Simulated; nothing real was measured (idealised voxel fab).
Proc. module: voxel wiring stack
245 nm wide, 5 nm square cells: that's cross-section cut.
Reading order for cross-sections: top band down to bottom band. Underlying form: a grid of square cells. Band size: one or more rows of cells. This entry defines a band. It first specifies the height of the band's top and the height of its bottom in nm, and then specifies the band's materials from left to right, stating each material with its width in nm. The word "edge to edge" identifies a single material that fills the band from edge to edge, while the word "air" identifies empty space. Heights from 0 (as-received wafer is one material below). Bottom band endless downward, as "from 0 down". A width such as "30->40" changes by the same amount from each row of cells to the next, from the band's top row to its bottom row. "all unchanged" (step): cross-section cells unchanged, all of them. The list in "Sealed internal cavities" covers empty spaces of 8 cells or more that cannot reach the top through any open way, and it gives each as width x height at distance; the distance is from the left edge, and width, height and distance are in nm. Text after the settings on a step's line: the simulator's own remark on that step. "overlay nm" answers the question of how far to the right of plan the mask lay on a step that has a mask, and when it is negative the answer is to the left.

Process steps foreseen in the plan:
1: RECEIVE,material Si
2: CONFORMAL_DEP,material SiO2,thk nm 15
3: DIRECTIONAL_DEP,material TiN,thk nm 5
4: DIRECTIONAL_DEP,material W,thk nm 20
5: DIRECTIONAL_DEP,material aC,thk nm 15
6: PATTERN,tone cover,mask id METAL_1,material resist,width nm 20,pitch nm 50,thk nm 35,overlay nm 0
7: DIRECTIONAL_ETCH,etch materials aC,depth nm 15
8: STRIP,etch materials resist
9: DIRECTIONAL_ETCH,etch materials W,depth nm 20
10: DIRECTIONAL_ETCH,etch materials TiN,depth nm 5
11: STRIP,etch materials aC
12: FILL_DEP,material lowk,thk nm 10
13: CMP,height nm 40
14: CONFORMAL_DEP,material SiCN,thk nm 5
15: DIRECTIONAL_DEP,material SiO2,thk nm 15
16: MASKED_ETCH,tone open,mask id PLUG_1,width nm 15,etch materials SiO2,depth nm 15,overlay nm 0
17: MASKED_ETCH,tone open,mask id PLUG_1,width nm 15,etch materials SiCN,depth nm 5,overlay nm 0
18: EPI,material Ru,thk nm 10
19: EPI,material Ru,thk nm 10
20: DIRECTIONAL_DEP,material TiN,thk nm 5
21: DIRECTIONAL_DEP,material Ru,thk nm 20
22: MASKED_ETCH,tone cover,mask id METAL_2,width nm 20,pitch nm 50,etch materials Ru,depth nm 20,overlay nm 0
23: MASKED_ETCH,tone cover,mask id METAL_2,width nm 20,pitch nm 50,etch materials TiN,depth nm 5,overlay nm 0
24: CONFORMAL_DEP,material SiN,thk nm 5
25: FILL_DEP,material lowk,thk nm 10
26: CMP,height nm 85
27: CONFORMAL_DEP,material SiCN,thk nm 5
28: DIRECTIONAL_DEP,material lowk,thk nm 10
29: DIRECTIONAL_DEP,material aC,thk nm 10
30: PATTERN,tone open,mask id PLUG_2,material resist,width nm 15,thk nm 25,overlay nm 0
31: DIRECTIONAL_ETCH,etch materials aC,depth nm 10
32: STRIP,etch materials resist
33: DIRECTIONAL_ETCH,etch materials lowk,depth nm 10
34: DIRECTIONAL_ETCH,etch materials SiCN,depth nm 5
35: STRIP,etch materials aC
36: CONFORMAL_DEP,material TiN,thk nm 5
37: FILL_DEP,material Cu,thk nm 5
38: CMP,height nm 100
39: CONFORMAL_DEP,material SiN,thk nm 5
40: DIRECTIONAL_DEP,material SiO2,thk nm 15
41: PATTERN,tone open,mask id METAL_3,material resist,width nm 20,pitch nm 50,thk nm 20,overlay nm 0
42: DIRECTIONAL_ETCH,etch materials SiO2,depth nm 15
43: DIRECTIONAL_ETCH,etch materials SiN,depth nm 5
44: STRIP,etch materials resist
45: CONFORMAL_DEP,material TiN,thk nm 5
46: FILL_DEP,material W,thk nm 5
47: CMP,height nm 120
48: EPI,material Ru,thk nm 5
49: FILL_DEP,material SiCN,thk nm 5
50: DIRECTIONAL_DEP,material lowk,thk nm 30
51: MASKED_ETCH,tone open,mask id METAL_4_HOLES,width nm 15,pitch nm 50,etch materials lowk,depth nm 30,overlay nm 0
52: PATTERN,tone open,mask id METAL_4,material resist,width nm 20,pitch nm 50,thk nm 20,overlay nm 0
53: DIRECTIONAL_ETCH,etch materials lowk,depth nm 15
54: DIRECTIONAL_ETCH,etch materials SiCN,depth nm 5
55: STRIP,etch materials resist
56: CONFORMAL_DEP,material TiN,thk nm 5
57: FILL_DEP,material Cu,thk nm 5
58: CMP,height nm 160
59: CONFORMAL_DEP,material SiCN,thk nm 5

Of two wafers, the first: run according to plan:

The cross-section here shows the wafer as received, i.e. in its state after step 1:
    from 0 down = Si edge to edge
    Sealed internal cavities: none

After step 2: wafer cross-section:
    from 15 to 0 = SiO2 edge to edge
    below 0: unchanged

After step 3: wafer cross-section:
    from 20 to 15 = TiN edge to edge
    below 15: unchanged

After step 4: wafer cross-section:
    from 40 to 20 = W edge to edge
    below 20: unchanged

After step 5: wafer cross-section:
    from 55 to 40 = aC edge to edge
    below 40: unchanged

After step 6: wafer cross-section:
    from 90 to 55 = air 85; resist 20; air 30; resist 20; air 90
    below 55: unchanged

After step 7: wafer cross-section:
    from 75 to 55 = air 85; resist 20; air 30; resist 20; air 90
    from 55 to 40 = air 85; aC 20; air 30; aC 20; air 90
    below 40: unchanged

After step 8: wafer cross-section:
    from 55 to 40 = air 85; aC 20; air 30; aC 20; air 90
    below 40: unchanged

After step 9: wafer cross-section:
    from 55 to 40 = air 85; aC 20; air 30; aC 20; air 90
    from 40 to 20 = air 85; W 20; air 30; W 20; air 90
    below 20: unchanged

After step 10: wafer cross-section:
    from 55 to 40 = air 85; aC 20; air 30; aC 20; air 90
    from 40 to 20 = air 85; W 20; air 30; W 20; air 90
    from 20 to 15 = air 85; TiN 20; air 30; TiN 20; air 90
    below 15: unchanged

After step 11: wafer cross-section:
    from 40 to 20 = air 85; W 20; air 30; W 20; air 90
    below 20: unchanged

After step 12: wafer cross-section:
    from 50 to 40 = lowk edge to edge
    from 40 to 20 = lowk 85; W 20; lowk 30; W 20; lowk 90
    from 20 to 15 = lowk 85; TiN 20; lowk 30; TiN 20; lowk 90
    below 15: unchanged

After step 13: wafer cross-section:
    from 40 to 20 = lowk 85; W 20; lowk 30; W 20; lowk 90
    below 20: unchanged

After step 14: wafer cross-section:
    from 45 to 40 = SiCN edge to edge
    below 40: unchanged

After step 15: wafer cross-section:
    from 60 to 45 = SiO2 edge to edge
    below 45: unchanged

After step 16: wafer cross-section:
    from 60 to 45 = SiO2 85; air 15; SiO2 145
    below 45: unchanged

After step 17: wafer cross-section:
    from 60 to 45 = SiO2 85; air 15; SiO2 145
    from 45 to 40 = SiCN 85; air 15; SiCN 145
    below 40: unchanged

After step 18: wafer cross-section:
    from 60 to 50 = SiO2 85; air 15; SiO2 145
    from 50 to 45 = SiO2 85; Ru 15; SiO2 145
    from 45 to 40 = SiCN 85; Ru 15; SiCN 145
    below 40: unchanged

After step 19: wafer cross-section:
    from 60 to 45 = SiO2 85; Ru 15; SiO2 145
    below 45: unchanged

After step 20: wafer cross-section:
    from 65 to 60 = TiN edge to edge
    below 60: unchanged

After step 21: wafer cross-section:
    from 85 to 65 = Ru edge to edge
    below 65: unchanged

After step 22: wafer cross-section:
    from 85 to 65 = air 85; Ru 20; air 30; Ru 20; air 90
    below 65: unchanged

After step 23: wafer cross-section:
    from 85 to 65 = air 85; Ru 20; air 30; Ru 20; air 90
    from 65 to 60 = air 85; TiN 20; air 30; TiN 20; air 90
    below 60: unchanged

After step 24: wafer cross-section:
    from 90 to 85 = air 80; SiN 30; air 20; SiN 30; air 85
    from 85 to 65 = air 80; SiN 5; Ru 20; SiN 5; air 20; SiN 5; Ru 20; SiN 5; air 85
    from 65 to 60 = SiN 85; TiN 20; SiN 30; TiN 20; SiN 90
    below 60: unchanged

After step 25: wafer cross-section:
    from 100 to 90 = lowk edge to edge
    from 90 to 85 = lowk 80; SiN 30; lowk 20; SiN 30; lowk 85
    from 85 to 65 = lowk 80; SiN 5; Ru 20; SiN 5; lowk 20; SiN 5; Ru 20; SiN 5; lowk 85
    below 65: unchanged

After step 26: wafer cross-section:
    from 85 to 65 = lowk 80; SiN 5; Ru 20; SiN 5; lowk 20; SiN 5; Ru 20; SiN 5; lowk 85
    below 65: unchanged

After step 27: wafer cross-section:
    from 90 to 85 = SiCN edge to edge
    below 85: unchanged

After step 28: wafer cross-section:
    from 100 to 90 = lowk edge to edge
    below 90: unchanged

After step 29: wafer cross-section:
    from 110 to 100 = aC edge to edge
    below 100: unchanged

After step 30: wafer cross-section:
    from 135 to 110 = resist 85; air 15; resist 145
    below 110: unchanged

After step 31: wafer cross-section:
    from 125 to 110 = resist 85; air 15; resist 145
    from 110 to 100 = aC 85; air 15; aC 145
    below 100: unchanged

After step 32: wafer cross-section:
    from 110 to 100 = aC 85; air 15; aC 145
    below 100: unchanged

After step 33: wafer cross-section:
    from 110 to 100 = aC 85; air 15; aC 145
    from 100 to 90 = lowk 85; air 15; lowk 145
    below 90: unchanged

After step 34: wafer cross-section:
    from 110 to 100 = aC 85; air 15; aC 145
    from 100 to 90 = lowk 85; air 15; lowk 145
    from 90 to 85 = SiCN 85; air 15; SiCN 145
    below 85: unchanged

After step 35: wafer cross-section:
    from 100 to 90 = lowk 85; air 15; lowk 145
    below 90: unchanged

After step 36: wafer cross-section:
    from 105 to 100 = TiN 90; air 5; TiN 150
    from 100 to 90 = lowk 85; TiN 5; air 5; TiN 5; lowk 145
    from 90 to 85 = SiCN 85; TiN 15; SiCN 145
    below 85: unchanged

After step 37: wafer cross-section:
    from 110 to 105 = Cu edge to edge
    from 105 to 100 = TiN 90; Cu 5; TiN 150
    from 100 to 90 = lowk 85; TiN 5; Cu 5; TiN 5; lowk 145
    below 90: unchanged

After step 38: wafer cross-section:
    from 100 to 90 = lowk 85; TiN 5; Cu 5; TiN 5; lowk 145
    below 90: unchanged

After step 39: wafer cross-section:
    from 105 to 100 = SiN edge to edge
    below 100: unchanged

After step 40: wafer cross-section:
    from 120 to 105 = SiO2 edge to edge
    below 105: unchanged

After step 41: wafer cross-section:
    from 140 to 120 = resist 85; air 20; resist 30; air 20; resist 90
    below 120: unchanged

After step 42: wafer cross-section:
    from 140 to 120 = resist 85; air 20; resist 30; air 20; resist 90
    from 120 to 105 = SiO2 85; air 20; SiO2 30; air 20; SiO2 90
    below 105: unchanged

After step 43: wafer cross-section:
    from 140 to 120 = resist 85; air 20; resist 30; air 20; resist 90
    from 120 to 105 = SiO2 85; air 20; SiO2 30; air 20; SiO2 90
    from 105 to 100 = SiN 85; air 20; SiN 30; air 20; SiN 90
    below 100: unchanged

After step 44: wafer cross-section:
    from 120 to 105 = SiO2 85; air 20; SiO2 30; air 20; SiO2 90
    below 105: unchanged

After step 45: wafer cross-section:
    from 125 to 120 = TiN 90; air 10; TiN 40; air 10; TiN 95
    from 120 to 105 = SiO2 85; TiN 5; air 10; TiN 5; SiO2 30; TiN 5; air 10; TiN 5; SiO2 90
    from 105 to 100 = SiN 85; TiN 20; SiN 30; TiN 20; SiN 90
    below 100: unchanged

After step 46: wafer cross-section:
    from 130 to 125 = W edge to edge
    from 125 to 120 = TiN 90; W 10; TiN 40; W 10; TiN 95
    from 120 to 105 = SiO2 85; TiN 5; W 10; TiN 5; SiO2 30; TiN 5; W 10; TiN 5; SiO2 90
    below 105: unchanged

After step 47: wafer cross-section:
    from 120 to 105 = SiO2 85; TiN 5; W 10; TiN 5; SiO2 30; TiN 5; W 10; TiN 5; SiO2 90
    below 105: unchanged

After step 48: wafer cross-section:
    from 125 to 120 = air 80; Ru 30; air 20; Ru 30; air 85
    below 120: unchanged

After step 49: wafer cross-section:
    from 130 to 125 = SiCN edge to edge
    from 125 to 120 = SiCN 80; Ru 30; SiCN 20; Ru 30; SiCN 85
    below 120: unchanged

After step 50: wafer cross-section:
    from 160 to 130 = lowk edge to edge
    below 130: unchanged

After step 51: wafer cross-section:
    from 160 to 130 = lowk 85; air 15; lowk 35; air 15; lowk 95
    below 130: unchanged

After step 52: wafer cross-section:
    from 180 to 160 = resist 85; air 20; resist 30; air 20; resist 90
    below 160: unchanged

After step 53: wafer cross-section:
    from 180 to 160 = resist 85; air 20; resist 30; air 20; resist 90
    from 160 to 145 = lowk 85; air 20; lowk 30; air 20; lowk 90
    below 145: unchanged

After step 54: wafer cross-section:
    from 180 to 160 = resist 85; air 20; resist 30; air 20; resist 90
    from 160 to 145 = lowk 85; air 20; lowk 30; air 20; lowk 90
    from 145 to 130 = lowk 85; air 15; lowk 35; air 15; lowk 95
    from 130 to 125 = SiCN 85; air 15; SiCN 35; air 15; SiCN 95
    below 125: unchanged

After step 55: wafer cross-section:
    from 160 to 145 = lowk 85; air 20; lowk 30; air 20; lowk 90
    below 145: unchanged

After step 56: wafer cross-section:
    from 165 to 160 = TiN 90; air 10; TiN 40; air 10; TiN 95
    from 160 to 150 = lowk 85; TiN 5; air 10; TiN 5; lowk 30; TiN 5; air 10; TiN 5; lowk 90
    from 150 to 145 = lowk 85; TiN 5; air 5; TiN 10; lowk 30; TiN 5; air 5; TiN 10; lowk 90
    from 145 to 130 = lowk 85; TiN 5; air 5; TiN 5; lowk 35; TiN 5; air 5; TiN 5; lowk 95
    from 130 to 125 = SiCN 85; TiN 15; SiCN 35; TiN 15; SiCN 95
    below 125: unchanged

After step 57: wafer cross-section:
    from 170 to 165 = Cu edge to edge
    from 165 to 160 = TiN 90; Cu 10; TiN 40; Cu 10; TiN 95
    from 160 to 150 = lowk 85; TiN 5; Cu 10; TiN 5; lowk 30; TiN 5; Cu 10; TiN 5; lowk 90
    from 150 to 145 = lowk 85; TiN 5; Cu 5; TiN 10; lowk 30; TiN 5; Cu 5; TiN 10; lowk 90
    from 145 to 130 = lowk 85; TiN 5; Cu 5; TiN 5; lowk 35; TiN 5; Cu 5; TiN 5; lowk 95
    below 130: unchanged

After step 58: wafer cross-section:
    from 160 to 150 = lowk 85; TiN 5; Cu 10; TiN 5; lowk 30; TiN 5; Cu 10; TiN 5; lowk 90
    below 150: unchanged

After step 59: wafer cross-section:
    from 165 to 160 = SiCN edge to edge
    below 160: unchanged

Companion wafer, the second of two: same beginning, same intended sequence, one mistake in carrying it out; through step 40 inclusive it tracks the first exactly:

Cross-section: second wafer, time at which step 41 was scheduled to end:
    from 140 to 120 = resist 95; air 20; resist 30; air 20; resist 80
    below 120: unchanged

Cross-section: second wafer, time at which step 42 was scheduled to end:
    from 140 to 120 = resist 95; air 20; resist 30; air 20; resist 80
    from 120 to 105 = SiO2 95; air 20; SiO2 30; air 20; SiO2 80
    below 105: unchanged

Cross-section: second wafer, time at which step 43 was scheduled to end:
    from 140 to 120 = resist 95; air 20; resist 30; air 20; resist 80
    from 120 to 105 = SiO2 95; air 20; SiO2 30; air 20; SiO2 80
    from 105 to 100 = SiN 95; air 20; SiN 30; air 20; SiN 80
    below 100: unchanged

Cross-section: second wafer, time at which step 44 was scheduled to end:
    from 120 to 105 = SiO2 95; air 20; SiO2 30; air 20; SiO2 80
    below 105: unchanged

Cross-section: second wafer, time at which step 45 was scheduled to end:
    from 125 to 120 = TiN 100; air 10; TiN 40; air 10; TiN 85
    from 120 to 105 = SiO2 95; TiN 5; air 10; TiN 5; SiO2 30; TiN 5; air 10; TiN 5; SiO2 80
    from 105 to 100 = SiN 95; TiN 20; SiN 30; TiN 20; SiN 80
    below 100: unchanged

Cross-section: second wafer, time at which step 46 was scheduled to end:
    from 130 to 125 = W edge to edge
    from 125 to 120 = TiN 100; W 10; TiN 40; W 10; TiN 85
    from 120 to 105 = SiO2 95; TiN 5; W 10; TiN 5; SiO2 30; TiN 5; W 10; TiN 5; SiO2 80
    below 105: unchanged

Cross-section: second wafer, time at which step 47 was scheduled to end:
    from 120 to 105 = SiO2 95; TiN 5; W 10; TiN 5; SiO2 30; TiN 5; W 10; TiN 5; SiO2 80
    below 105: unchanged

Cross-section: second wafer, time at which step 48 was scheduled to end:
    from 125 to 120 = air 90; Ru 30; air 20; Ru 30; air 75
    below 120: unchanged

Cross-section: second wafer, time at which step 49 was scheduled to end:
    from 130 to 125 = SiCN edge to edge
    from 125 to 120 = SiCN 90; Ru 30; SiCN 20; Ru 30; SiCN 75
    below 120: unchanged

Cross-section: second wafer, time at which step 50 was scheduled to end:
    from 160 to 130 = lowk edge to edge
    below 130: unchanged

Cross-section: second wafer, time at which step 51 was scheduled to end:
    from 160 to 130 = lowk 85; air 15; lowk 35; air 15; lowk 95
    below 130: unchanged

Cross-section: second wafer, time at which step 52 was scheduled to end:
    from 180 to 160 = resist 85; air 20; resist 30; air 20; resist 90
    below 160: unchanged

Cross-section: second wafer, time at which step 53 was scheduled to end:
    from 180 to 160 = resist 85; air 20; resist 30; air 20; resist 90
    from 160 to 145 = lowk 85; air 20; lowk 30; air 20; lowk 90
    below 145: unchanged

Cross-section: second wafer, time at which step 54 was scheduled to end:
    from 180 to 160 = resist 85; air 20; resist 30; air 20; resist 90
    from 160 to 145 = lowk 85; air 20; lowk 30; air 20; lowk 90
    from 145 to 130 = lowk 85; air 15; lowk 35; air 15; lowk 95
    from 130 to 125 = SiCN 85; air 15; SiCN 35; air 15; SiCN 95
    below 125: unchanged

Cross-section: second wafer, time at which step 55 was scheduled to end:
    from 160 to 145 = lowk 85; air 20; lowk 30; air 20; lowk 90
    below 145: unchanged

Cross-section: second wafer, time at which step 56 was scheduled to end:
    from 165 to 160 = TiN 90; air 10; TiN 40; air 10; TiN 95
    from 160 to 150 = lowk 85; TiN 5; air 10; TiN 5; lowk 30; TiN 5; air 10; TiN 5; lowk 90
    from 150 to 145 = lowk 85; TiN 5; air 5; TiN 10; lowk 30; TiN 5; air 5; TiN 10; lowk 90
    from 145 to 130 = lowk 85; TiN 5; air 5; TiN 5; lowk 35; TiN 5; air 5; TiN 5; lowk 95
    from 130 to 125 = SiCN 85; TiN 15; SiCN 35; TiN 15; SiCN 95
    below 125: unchanged

Cross-section: second wafer, time at which step 57 was scheduled to end:
    from 170 to 165 = Cu edge to edge
    from 165 to 160 = TiN 90; Cu 10; TiN 40; Cu 10; TiN 95
    from 160 to 150 = lowk 85; TiN 5; Cu 10; TiN 5; lowk 30; TiN 5; Cu 10; TiN 5; lowk 90
    from 150 to 145 = lowk 85; TiN 5; Cu 5; TiN 10; lowk 30; TiN 5; Cu 5; TiN 10; lowk 90
    from 145 to 130 = lowk 85; TiN 5; Cu 5; TiN 5; lowk 35; TiN 5; Cu 5; TiN 5; lowk 95
    below 130: unchanged

Cross-section: second wafer, time at which step 58 was scheduled to end:
    from 160 to 150 = lowk 85; TiN 5; Cu 10; TiN 5; lowk 30; TiN 5; Cu 10; TiN 5; lowk 90
    below 150: unchanged

Cross-section: second wafer, time at which step 59 was scheduled to end:
    from 165 to 160 = SiCN edge to edge
    below 160: unchanged
Where did the run depart from the plan? step 41 ran differently from the plan; actual operation with settings: PATTERN,tone open,mask id METAL_3,material resist,width nm 20,pitch nm 50,thk nm 20,overlay nm 10
In the final comparison it is observed that the number of cells assigned to each material is identical for the two wafers, whereas their placement is not.
